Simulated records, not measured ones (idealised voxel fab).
The following process module bears the name voxel transistor to metal.
Shown is cross-section cut, with a width of 185 nm and square cells of size 5 nm.
Think of the cross-section as a grid of square cells. We describe it in bands, top to bottom, and each band covers one or more rows of those cells.
Each band's line starts with the height of the band's top and of its bottom, in nm. Then come its materials from left to right, each with its width in nm. One material with "everywhere" fills the band from edge to edge. "empty" is empty space.
Heights are measured from 0, the level below which the as-received wafer is all one material; the lowest band has no bottom and continues downward, written as in "z 0 and below".
You'd read "30->40" like this: the band's top row of cells is as wide as the first number, its bottom row is as wide as the second, and going down, every row changes width by the same amount as the row before did.
For the purposes of this document, the phrase "no change occurred" attached to a step denotes that no cell within the cross-section was modified by that step.
In the "Trapped void list" entry, you get each enclosed empty space of 8 cells or more, one with no open way to the top, written width x height at distance, distance from the left edge, in nm.
On each step's line, the part that comes after the settings is the simulator's own comment on the step.
"overlay nm", when on a step's line for a step with a mask, measures how far to the right of its planned place the mask lay; a negative measure means to the left.
Quick note on how to read the rest: it's all pairs. You get the cross-section before a process step and the one after, but the after one only goes down as far as the lowest band that changed. The step in between, with its settings, sits under the pair. Heads up, the pairs can come from different runs of this module on the same starting wafer, so don't assume a pair picks up from the one above unless its "Pre-step condition" entry says it does.
PRE-STEP CONDITION
z 50 to 40 = SiO2 everywhere
z 40 to 30 = SiO2 75 | SiN 10 | SiCN 15 | SiN 10 | SiO2 75
z 30 to 5 = SiO2 75 | SiN 10 | polySi 15 | SiN 10 | SiO2 75
z 5 to 0 = SiO2 40 | SiN 10 | nSi 10 | SiO2 5 | nSi 10 | SiN 10 | polySi 15 | SiN 10 | nSi 10 | SiO2 5 | nSi 10 | SiN 10 | SiO2 40
z 0 to -5 = SiO2 50 | nSi 10 | SiO2 5 | nSi 10 | SiO2 35 | nSi 10 | SiO2 5 | nSi 10 | SiO2 50
z -5 to -15 = SiO2 45 | Si 5 | nSi 25 | Si 35 | nSi 25 | Si 5 | SiO2 45
z -15 to -30 = SiO2 45 | Si 95 | SiO2 45
z -30 and below = Si everywhere
Trapped void list: none
POST-STEP GEOMETRY
z 70 to 50 = empty 50 | resist 30 | empty 25 | resist 30 | empty 50
below 50: unchanged
Trapped void list: none
Between the two cross-sections above, the process step reads PATTERN (tone cover; mask id CONTACT; material resist; width nm 30; pitch nm 55; thk nm 20; overlay nm 0)
Pre-step condition: we pick up right where the pair above leaves off, with its after cross-section.
POST-STEP GEOMETRY
z 70 to 50 = empty 50 | resist 30 | empty 25 | resist 30 | empty 50
z 50 to 40 = empty 50 | SiO2 30 | empty 25 | SiO2 30 | empty 50
z 40 to 30 = empty 50 | SiO2 25 | SiN 10 | SiCN 15 | SiN 10 | SiO2 25 | empty 50
z 30 to 5 = empty 50 | SiO2 25 | SiN 10 | polySi 15 | SiN 10 | SiO2 25 | empty 50
z 5 to 0 = empty 40 | SiN 10 | nSi 10 | SiO2 5 | nSi 10 | SiN 10 | polySi 15 | SiN 10 | nSi 10 | SiO2 5 | nSi 10 | SiN 10 | empty 40
z 0 to -5 = empty 40 | SiO2 10 | nSi 10 | SiO2 5 | nSi 10 | SiO2 35 | nSi 10 | SiO2 5 | nSi 10 | SiO2 10 | empty 40
below -5: unchanged
Trapped void list: none
Between the two cross-sections above, the process step reads DIRECTIONAL_ETCH (etch materials SiO2; depth nm 55)
Pre-step condition: we pick up right where the pair above leaves off, with its after cross-section.
POST-STEP GEOMETRY
z 50 to 40 = empty 50 | SiO2 30 | empty 25 | SiO2 30 | empty 50
below 40: unchanged
Trapped void list: none
Between the two cross-sections above, the process step reads STRIP (etch materials resist)
Pre-step condition: we pick up right where the pair above leaves off, with its after cross-section.
POST-STEP GEOMETRY
z 55 to 50 = empty 45 | TiN 40 | empty 15 | TiN 40 | empty 45
z 50 to 45 = empty 45 | TiN 5 | SiO2 30 | TiN 5 | empty 15 | TiN 5 | SiO2 30 | TiN 5 | empty 45
z 45 to 40 = empty 45 | TiN 5 | SiO2 30 | TiN 25 | SiO2 30 | TiN 5 | empty 45
z 40 to 30 = empty 45 | TiN 5 | SiO2 25 | SiN 10 | SiCN 15 | SiN 10 | SiO2 25 | TiN 5 | empty 45
z 30 to 10 = empty 45 | TiN 5 | SiO2 25 | SiN 10 | polySi 15 | SiN 10 | SiO2 25 | TiN 5 | empty 45
z 10 to 5 = empty 35 | TiN 15 | SiO2 25 | SiN 10 | polySi 15 | SiN 10 | SiO2 25 | TiN 15 | empty 35
z 5 to 0 = empty 35 | TiN 5 | SiN 10 | nSi 10 | SiO2 5 | nSi 10 | SiN 10 | polySi 15 | SiN 10 | nSi 10 | SiO2 5 | nSi 10 | SiN 10 | TiN 5 | empty 35
z 0 to -5 = TiN 40 | SiO2 10 | nSi 10 | SiO2 5 | nSi 10 | SiO2 35 | nSi 10 | SiO2 5 | nSi 10 | SiO2 10 | TiN 40
below -5: unchanged
Trapped void list: none
Between the two cross-sections above, the process step reads CONFORMAL_DEP (material TiN; thk nm 5)
Pre-step condition: we pick up right where the pair above leaves off, with its after cross-section.
POST-STEP GEOMETRY
z 60 to 55 = Ru everywhere
z 55 to 50 = Ru 45 | TiN 40 | Ru 15 | TiN 40 | Ru 45
z 50 to 45 = Ru 45 | TiN 5 | SiO2 30 | TiN 5 | Ru 15 | TiN 5 | SiO2 30 | TiN 5 | Ru 45
z 45 to 40 = Ru 45 | TiN 5 | SiO2 30 | TiN 25 | SiO2 30 | TiN 5 | Ru 45
z 40 to 30 = Ru 45 | TiN 5 | SiO2 25 | SiN 10 | SiCN 15 | SiN 10 | SiO2 25 | TiN 5 | Ru 45
z 30 to 10 = Ru 45 | TiN 5 | SiO2 25 | SiN 10 | polySi 15 | SiN 10 | SiO2 25 | TiN 5 | Ru 45
z 10 to 5 = Ru 35 | TiN 15 | SiO2 25 | SiN 10 | polySi 15 | SiN 10 | SiO2 25 | TiN 15 | Ru 35
z 5 to 0 = Ru 35 | TiN 5 | SiN 10 | nSi 10 | SiO2 5 | nSi 10 | SiN 10 | polySi 15 | SiN 10 | nSi 10 | SiO2 5 | nSi 10 | SiN 10 | TiN 5 | Ru 35
below 0: unchanged
Trapped void list: none
Between the two cross-sections above, the process step reads FILL_DEP (material Ru; thk nm 5)
Pre-step condition: we pick up right where the pair above leaves off, with its after cross-section.
POST-STEP GEOMETRY
z 50 to 45 = Ru 45 | TiN 5 | SiO2 30 | TiN 5 | Ru 15 | TiN 5 | SiO2 30 | TiN 5 | Ru 45
below 45: unchanged
Trapped void list: none
Between the two cross-sections above, the process step reads CMP (height nm 50)
Pre-step condition: we pick up right where the pair above leaves off, with its after cross-section.
POST-STEP GEOMETRY
z 55 to 50 = TiN everywhere
below 50: unchanged
Trapped void list: none
Between the two cross-sections above, the process step reads DIRECTIONAL_DEP (material TiN; thk nm 5)
Pre-step condition: we pick up right where the pair above leaves off, with its after cross-section.
POST-STEP GEOMETRY
z 70 to 55 = W everywhere
below 55: unchanged
Trapped void list: none
Between the two cross-sections above, the process step reads DIRECTIONAL_DEP (material W; thk nm 15)
Pre-step condition: we pick up right where the pair above leaves off, with its after cross-section.
POST-STEP GEOMETRY
z 90 to 70 = empty 50 | resist 20 | empty 45 | resist 20 | empty 50
below 70: unchanged
Trapped void list: none
Between the two cross-sections above, the process step reads PATTERN (tone cover; mask id METAL_1; material resist; width nm 20; pitch nm 65; thk nm 20; overlay nm 0)
Pre-step condition: we pick up right where the pair above leaves off, with its after cross-section.
POST-STEP GEOMETRY
z 90 to 70 = empty 50 | resist 20 | empty 45 | resist 20 | empty 50
z 70 to 55 = empty 50 | W 20 | empty 45 | W 20 | empty 50
below 55: unchanged
Trapped void list: none
Between the two cross-sections above, the process step reads DIRECTIONAL_ETCH (etch materials W; depth nm 15)
Pre-step condition: we pick up right where the pair above leaves off, with its after cross-section.
POST-STEP GEOMETRY
z 90 to 70 = empty 50 | resist 20 | empty 45 | resist 20 | empty 50
z 70 to 55 = empty 50 | W 20 | empty 45 | W 20 | empty 50
z 55 to 50 = empty 50 | TiN 20 | empty 45 | TiN 20 | empty 50
below 50: unchanged
Trapped void list: none
Between the two cross-sections above, the process step reads DIRECTIONAL_ETCH (etch materials TiN; depth nm 5)
Pre-step condition: we pick up right where the pair above leaves off, with its after cross-section.
POST-STEP GEOMETRY
z 70 to 55 = empty 50 | W 20 | empty 45 | W 20 | empty 50
below 55: unchanged
Trapped void list: none
Between the two cross-sections above, the process step reads STRIP (etch materials resist)
Pre-step condition: we pick up right where the pair above leaves off, with its after cross-section.
POST-STEP GEOMETRY
z 75 to 70 = empty 45 | SiCN 30 | empty 35 | SiCN 30 | empty 45
z 70 to 55 = empty 45 | SiCN 5 | W 20 | SiCN 5 | empty 35 | SiCN 5 | W 20 | SiCN 5 | empty 45
z 55 to 50 = SiCN 50 | TiN 20 | SiCN 45 | TiN 20 | SiCN 50
below 50: unchanged
Trapped void list: none
Between the two cross-sections above, the process step reads CONFORMAL_DEP (material SiCN; thk nm 5)
Pre-step condition: we pick up right where the pair above leaves off, with its after cross-section.
POST-STEP GEOMETRY
z 80 to 75 = SiO2 everywhere
z 75 to 70 = SiO2 45 | SiCN 30 | SiO2 35 | SiCN 30 | SiO2 45
z 70 to 55 = SiO2 45 | SiCN 5 | W 20 | SiCN 5 | SiO2 35 | SiCN 5 | W 20 | SiCN 5 | SiO2 45
below 55: unchanged
Trapped void list: none
Between the two cross-sections above, the process step reads FILL_DEP (material SiO2; thk nm 5)
Pre-step condition: we pick up right where the pair above leaves off, with its after cross-section.
POST-STEP GEOMETRY
z 70 to 55 = SiO2 45 | SiCN 5 | W 20 | SiCN 5 | SiO2 35 | SiCN 5 | W 20 | SiCN 5 | SiO2 45
below 55: unchanged
Trapped void list: none
Between the two cross-sections above, the process step reads CMP (height nm 70)
Pre-step condition: we pick up right where the pair above leaves off, with its after cross-section.
POST-STEP GEOMETRY
z 75 to 70 = SiN everywhere
below 70: unchanged
Trapped void list: none
Between the two cross-sections above, the process step reads CONFORMAL_DEP (material SiN; thk nm 5)
